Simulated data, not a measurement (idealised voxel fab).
Process module heading - voxel transistor to metal
For reference, the cross-section in this document is cut, with width 200 nm and square cells of 5 nm.
Heads up, the way a cross-section reads in here is a grid of square cells, handed over as bands from the top down, with every band being one or more rows of cells.
Within each band entry, the heights of the top and of the bottom of the band appear first, in that order and in nm; the materials of the band then follow from left to right, each with its corresponding width in nm. The designation "all across" on a single material indicates that it fills the band from edge to edge; the designation "air" indicates empty space.
Where do heights start? At 0: under that level the wafer as delivered is made of one material only. And the lowest band has no floor; it just carries on downward, as in "0..down".
A width such as "30 to 40" changes by the same amount from each row of cells to the next, from the band's top row to its bottom row.
It should be understood that the words "nothing different", when stated for a given step, signify that the cross-section underwent no change in any of its cells during that step.
Any empty space of 8 cells or more lacking an open way to the top shows up in "Trapped cavities" as width x height at distance, distance from the left edge, in nm.
Note: text after step settings on the step line = simulator remark on that step.
overlay nm, on a step with a mask: how far to the right of its planned place the mask lay; to the left if negative

### These are the steps we planned for the process
step 1: op RECEIVE | material Si
step 2: op CONFORMAL_DEP | material SiO2 | thk nm 5
step 3: op CONFORMAL_DEP | material SiN | thk nm 10
step 4: op PATTERN | tone cover | mask id ACTIVE | material resist | width nm 120 | thk nm 15 | overlay nm 0
step 5: op DIRECTIONAL_ETCH | etch materials SiN | depth nm 10
step 6: op DIRECTIONAL_ETCH | etch materials SiO2 | depth nm 5
step 7: op DIRECTIONAL_ETCH | etch materials Si | depth nm 20
step 8: op STRIP | etch materials resist
step 9: op OXIDIZE | depth nm 5
step 10: op FILL_DEP | material SiO2 | thk nm 10
step 11: op CMP | height nm 15
step 12: op SELECTIVE_ETCH | etch materials SiO2 | depth nm 10
step 13: op STRIP | etch materials SiN
step 14: op SELECTIVE_ETCH | etch materials SiO2 | depth nm 5
step 15: op OXIDIZE | depth nm 5
step 16: op DIRECTIONAL_DEP | material polySi | thk nm 30
step 17: op DIRECTIONAL_DEP | material SiCN | thk nm 15
step 18: op DIRECTIONAL_DEP | material aC | thk nm 15
step 19: op PATTERN | tone cover | mask id GATE | material resist | width nm 20 | thk nm 35 | overlay nm 0
step 20: op DIRECTIONAL_ETCH | etch materials aC | depth nm 15
step 21: op STRIP | etch materials resist
step 22: op DIRECTIONAL_ETCH | etch materials SiCN | depth nm 25
step 23: op DIRECTIONAL_ETCH | etch materials polySi | depth nm 40
step 24: op STRIP | etch materials aC
step 25: op CONFORMAL_DEP | material SiO2 | thk nm 5
step 26: op DIRECTIONAL_ETCH | etch materials SiO2 | depth nm 5
step 27: op CONFORMAL_DEP | material SiN | thk nm 5
step 28: op DIRECTIONAL_ETCH | etch materials SiN | depth nm 5
step 29: op DIRECTIONAL_ETCH | etch materials SiO2 | depth nm 5
step 30: op DIRECTIONAL_ETCH | etch materials Si | depth nm 5
step 31: op EPI | material nSi | thk nm 5
step 32: op FILL_DEP | material SiO2 | thk nm 5
step 33: op CMP | height nm 45
step 34: op DIRECTIONAL_DEP | material SiO2 | thk nm 15
step 35: op DIRECTIONAL_DEP | material aC | thk nm 15
step 36: op PATTERN | tone open | mask id CONTACT | material resist | width nm 20 | pitch nm 80 | thk nm 30 | overlay nm 0
step 37: op DIRECTIONAL_ETCH | etch materials aC | depth nm 15
step 38: op STRIP | etch materials resist
step 39: op DIRECTIONAL_ETCH | etch materials SiO2 | depth nm 65
step 40: op STRIP | etch materials aC
step 41: op CONFORMAL_DEP | material TiN | thk nm 5
step 42: op FILL_DEP | material W | thk nm 10
step 43: op CMP | height nm 60
step 44: op DIRECTIONAL_DEP | material TiN | thk nm 5
step 45: op DIRECTIONAL_DEP | material Ru | thk nm 20
step 46: op PATTERN | tone cover | mask id METAL_1 | material resist | width nm 20 | pitch nm 80 | thk nm 20 | overlay nm 0
step 47: op DIRECTIONAL_ETCH | etch materials Ru | depth nm 20
step 48: op DIRECTIONAL_ETCH | etch materials TiN | depth nm 5
step 49: op STRIP | etch materials resist
step 50: op FILL_DEP | material lowk | thk nm 10
step 51: op CMP | height nm 85
step 52: op CONFORMAL_DEP | material SiCN | thk nm 5

### This is the cross-section of the wafer as we received it, i.e. after step 1
	0..down | Si all across
	Trapped cavities: none

### Run as planned - first of the two wafers cross-sectioned at the end of the module
	90..85 | SiCN all across
	85..65 | 50 nm lowk | 20 nm Ru | 60 nm lowk | 20 nm Ru | 50 nm lowk
	65..60 | 50 nm lowk | 20 nm TiN | 60 nm lowk | 20 nm TiN | 50 nm lowk
	60..45 | 50 nm SiO2 | 5 nm TiN | 10 nm W | 5 nm TiN | 60 nm SiO2 | 5 nm TiN | 10 nm W | 5 nm TiN | 50 nm SiO2
	45..30 | 50 nm SiO2 | 5 nm TiN | 10 nm W | 5 nm TiN | 10 nm SiO2 | 5 nm SiN | 5 nm SiO2 | 20 nm SiCN | 5 nm SiO2 | 5 nm SiN | 10 nm SiO2 | 5 nm TiN | 10 nm W | 5 nm TiN | 50 nm SiO2
	30..0 | 50 nm SiO2 | 5 nm TiN | 10 nm W | 5 nm TiN | 10 nm SiO2 | 5 nm SiN | 5 nm SiO2 | 20 nm polySi | 5 nm SiO2 | 5 nm SiN | 10 nm SiO2 | 5 nm TiN | 10 nm W | 5 nm TiN | 50 nm SiO2
	0..-5 | 50 nm SiO2 | 20 nm TiN | 5 nm SiO2 | 5 nm nSi | 40 nm SiO2 | 5 nm nSi | 5 nm SiO2 | 20 nm TiN | 50 nm SiO2
	-5..-10 | 45 nm SiO2 | 35 nm nSi | 40 nm Si | 35 nm nSi | 45 nm SiO2
	-10..-25 | 45 nm SiO2 | 110 nm Si | 45 nm SiO2
	-25..down | Si all across
	Trapped cavities: none

### Wafer two (of two), end-of-module cross-section: start = wafer one, plan = wafer one, one run mistake
	90..85 | SiCN all across
	85..65 | 50 nm lowk | 20 nm Ru | 60 nm lowk | 20 nm Ru | 50 nm lowk
	65..60 | 50 nm lowk | 20 nm TiN | 60 nm lowk | 20 nm TiN | 50 nm lowk
	60..45 | 50 nm SiO2 | 5 nm TiN | 10 nm W | 5 nm TiN | 60 nm SiO2 | 5 nm TiN | 10 nm W | 5 nm TiN | 50 nm SiO2
	45..30 | 50 nm SiO2 | 5 nm TiN | 10 nm W | 5 nm TiN | 15 nm SiO2 | 5 nm SiN | 5 nm SiO2 | 15 nm SiCN | 5 nm SiO2 | 5 nm SiN | 10 nm SiO2 | 5 nm TiN | 10 nm W | 5 nm TiN | 50 nm SiO2
	30..0 | 50 nm SiO2 | 5 nm TiN | 10 nm W | 5 nm TiN | 15 nm SiO2 | 5 nm SiN | 5 nm SiO2 | 15 nm polySi | 5 nm SiO2 | 5 nm SiN | 10 nm SiO2 | 5 nm TiN | 10 nm W | 5 nm TiN | 50 nm SiO2
	0..-5 | 50 nm SiO2 | 20 nm TiN | 10 nm SiO2 | 5 nm nSi | 35 nm SiO2 | 5 nm nSi | 5 nm SiO2 | 20 nm TiN | 50 nm SiO2
	-5..-10 | 45 nm SiO2 | 40 nm nSi | 35 nm Si | 35 nm nSi | 45 nm SiO2
	-10..-25 | 45 nm SiO2 | 110 nm Si | 45 nm SiO2
	-25..down | Si all across
	Trapped cavities: none
In executing the process, a mistake was made relative to the plan: step 19 deviated from plan and actually ran as op PATTERN | tone cover | mask id GATE | material resist | width nm 15 | thk nm 35 | overlay nm 0
Upon completion, the second wafer contains, in terms of cells, a greater or smaller amount of certain materials than the first wafer: Si: 1 fewer, SiCN: 3 fewer, SiO2: 9 more, nSi: 1 more, polySi: 6 fewer
